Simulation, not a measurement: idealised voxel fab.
This is a process module. Its name is voxel wiring stack.
Square cells of 5 nm make up the cross-section cut, whose width is 300 nm.
Throughout this document, each cross-section is represented as a grid of square cells and is presented as a sequence of bands enumerated from the top downward, where a band comprises one or more rows of cells.
Band: top and bottom heights (nm) first, top before bottom; then materials from left to right, widths in nm. "edge to edge" marks a sole material filling the band edge to edge. "empty" denotes empty space.
Below 0: as-received wafer, all one material; heights counted from there. Lowest band: no bottom, goes on down, written "from 0 down".
The two numbers in a width such as "30..40" mark its ends across the band: the first belongs to the top row of cells, the second to the bottom row, and from each row to the next the width moves by the same amount.
"all unchanged", as given for a step, is the statement that not any cell of the cross-section underwent a change during that step.
"Enclosed void listing": sealed empty spaces, 8 cells or more, no open way to top, listed width x height at distance, with distance from the left edge and width, height and distance in nm.
Heads up: the bit after the settings on a step's line is the simulator's remark on that step.
Steps that use a mask can have "overlay nm" on their line. It says how far the mask sat to the right of where it was meant to be. Negative means to the left.

### Planned process steps
step 1: RECEIVE [material Si]
step 2: CONFORMAL_DEP [material SiO2] [thk nm 15]
step 3: DIRECTIONAL_DEP [material TiN] [thk nm 5]
step 4: DIRECTIONAL_DEP [material W] [thk nm 25]
step 5: DIRECTIONAL_DEP [material aC] [thk nm 15]
step 6: PATTERN [tone cover] [mask id METAL_1] [material resist] [width nm 20] [pitch nm 35] [thk nm 30] [overlay nm 0]
step 7: DIRECTIONAL_ETCH [etch materials aC] [depth nm 15]
step 8: STRIP [etch materials resist]
step 9: DIRECTIONAL_ETCH [etch materials W] [depth nm 25]
step 10: DIRECTIONAL_ETCH [etch materials TiN] [depth nm 5]
step 11: STRIP [etch materials aC]
step 12: FILL_DEP [material SiO2] [thk nm 10]
step 13: CMP [height nm 45]
step 14: CONFORMAL_DEP [material SiCN] [thk nm 5]
step 15: DIRECTIONAL_DEP [material lowk] [thk nm 20]
step 16: PATTERN [tone open] [mask id PLUG_1] [material resist] [width nm 15] [thk nm 20] [overlay nm 0]
step 17: DIRECTIONAL_ETCH [etch materials lowk] [depth nm 20]
step 18: DIRECTIONAL_ETCH [etch materials SiCN] [depth nm 5]
step 19: STRIP [etch materials resist]
step 20: EPI [material Ru] [thk nm 10]
step 21: EPI [material Ru] [thk nm 10]
step 22: EPI [material Ru] [thk nm 5]
step 23: DIRECTIONAL_DEP [material TiN] [thk nm 5]
step 24: DIRECTIONAL_DEP [material W] [thk nm 25]
step 25: DIRECTIONAL_DEP [material aC] [thk nm 15]
step 26: PATTERN [tone cover] [mask id METAL_2] [material resist] [width nm 20] [pitch nm 35] [thk nm 35] [overlay nm 0]
step 27: DIRECTIONAL_ETCH [etch materials aC] [depth nm 15]
step 28: STRIP [etch materials resist]
step 29: DIRECTIONAL_ETCH [etch materials W] [depth nm 25]
step 30: DIRECTIONAL_ETCH [etch materials TiN] [depth nm 5]
step 31: STRIP [etch materials aC]
step 32: CONFORMAL_DEP [material SiN] [thk nm 5]
step 33: FILL_DEP [material SiO2] [thk nm 5]
step 34: CMP [height nm 100]
step 35: CONFORMAL_DEP [material SiCN] [thk nm 5]
step 36: DIRECTIONAL_DEP [material SiO2] [thk nm 20]
step 37: PATTERN [tone open] [mask id PLUG_2] [material resist] [width nm 15] [thk nm 20] [overlay nm 0]
step 38: DIRECTIONAL_ETCH [etch materials SiO2] [depth nm 20]
step 39: DIRECTIONAL_ETCH [etch materials SiCN] [depth nm 5]
step 40: STRIP [etch materials resist]
step 41: EPI [material Ru] [thk nm 10]
step 42: EPI [material Ru] [thk nm 10]
step 43: EPI [material Ru] [thk nm 5]
step 44: DIRECTIONAL_DEP [material TiN] [thk nm 5]
step 45: DIRECTIONAL_DEP [material Ru] [thk nm 15]
step 46: MASKED_ETCH [tone cover] [mask id METAL_3] [width nm 20] [pitch nm 35] [etch materials Ru] [depth nm 15] [overlay nm 0]
step 47: MASKED_ETCH [tone cover] [mask id METAL_3] [width nm 20] [pitch nm 35] [etch materials TiN] [depth nm 5] [overlay nm 0]
step 48: CONFORMAL_DEP [material SiCN] [thk nm 5]
step 49: FILL_DEP [material SiO2] [thk nm 5]
step 50: CMP [height nm 145]
step 51: CONFORMAL_DEP [material SiCN] [thk nm 5]

### Cross-section of the wafer upon arrival, representing the state reached after step 1
* from 0 down: Si edge to edge
* Enclosed void listing: none

### Cross-sectional view of the first of the two wafers upon completion of the module, processed in accordance with the plan
* from 150 to 145: SiCN edge to edge
* from 145 to 130: SiO2: 115 / SiCN: 5 / Ru: 20 / SiCN: 5 / SiO2: 5 / SiCN: 5 / Ru: 20 / SiCN: 5 / SiO2: 120
* from 130 to 125: SiCN: 120 / TiN: 20 / SiCN: 15 / TiN: 20 / SiCN: 125
* from 125 to 105: SiO2: 120 / Ru: 15 / SiO2: 165
* from 105 to 100: SiCN: 120 / Ru: 15 / SiCN: 165
* from 100 to 75: SiO2: 115 / SiN: 5 / W: 20 / SiN: 5 / SiO2: 5 / SiN: 5 / W: 20 / SiN: 5 / SiO2: 120
* from 75 to 70: SiN: 120 / TiN: 20 / SiN: 15 / TiN: 20 / SiN: 125
* from 70 to 50: lowk: 120 / Ru: 15 / lowk: 165
* from 50 to 45: SiCN: 120 / Ru: 15 / SiCN: 165
* from 45 to 20: SiO2: 120 / W: 20 / SiO2: 15 / W: 20 / SiO2: 125
* from 20 to 15: SiO2: 120 / TiN: 20 / SiO2: 15 / TiN: 20 / SiO2: 125
* from 15 to 0: SiO2 edge to edge
* from 0 down: Si edge to edge
* Enclosed void listing: none

### End of module, second wafer, cross-section. Started like the first, planned like the first, run with one mistake
* from 150 to 145: SiCN edge to edge
* from 145 to 130: SiO2: 115 / SiCN: 5 / Ru: 20 / SiCN: 5 / SiO2: 5 / SiCN: 5 / Ru: 20 / SiCN: 5 / SiO2: 120
* from 130 to 125: SiCN: 120 / TiN: 20 / SiCN: 15 / TiN: 20 / SiCN: 125
* from 125 to 105: SiO2: 120 / Ru: 15 / SiO2: 165
* from 105 to 100: SiCN: 120 / Ru: 15 / SiCN: 165
* from 100 to 75: SiO2: 115 / SiN: 5 / W: 20 / SiN: 5 / SiO2: 5 / SiN: 5 / W: 20 / SiN: 5 / SiO2: 120
* from 75 to 70: SiO2: 115 / SiN: 5 / TiN: 20 / SiN: 15 / TiN: 20 / SiN: 30 / SiO2: 95
* from 70 to 50: SiO2: 115 / SiN: 5 / lowk: 15 / Ru: 65 / SiN: 5 / SiO2: 95
* from 50 to 45: SiN: 120 / SiCN: 15 / Ru: 65 / SiN: 100
* from 45 to 20: SiO2: 120 / W: 20 / SiO2: 15 / W: 20 / SiO2: 125
* from 20 to 15: SiO2: 120 / TiN: 20 / SiO2: 15 / TiN: 20 / SiO2: 125
* from 15 to 0: SiO2 edge to edge
* from 0 down: Si edge to edge
* Enclosed void listing: none
Processing error: step 16 ran differently from the plan; actual operation with settings: PATTERN [tone cover] [mask id PLUG_1] [material resist] [width nm 15] [thk nm 20] [overlay nm 0]
Once processing is complete, comparing cell counts shows that the second wafer has more or fewer of certain materials than the first: Ru +50; SiCN -54; SiN +10; SiO2 +210; lowk -216
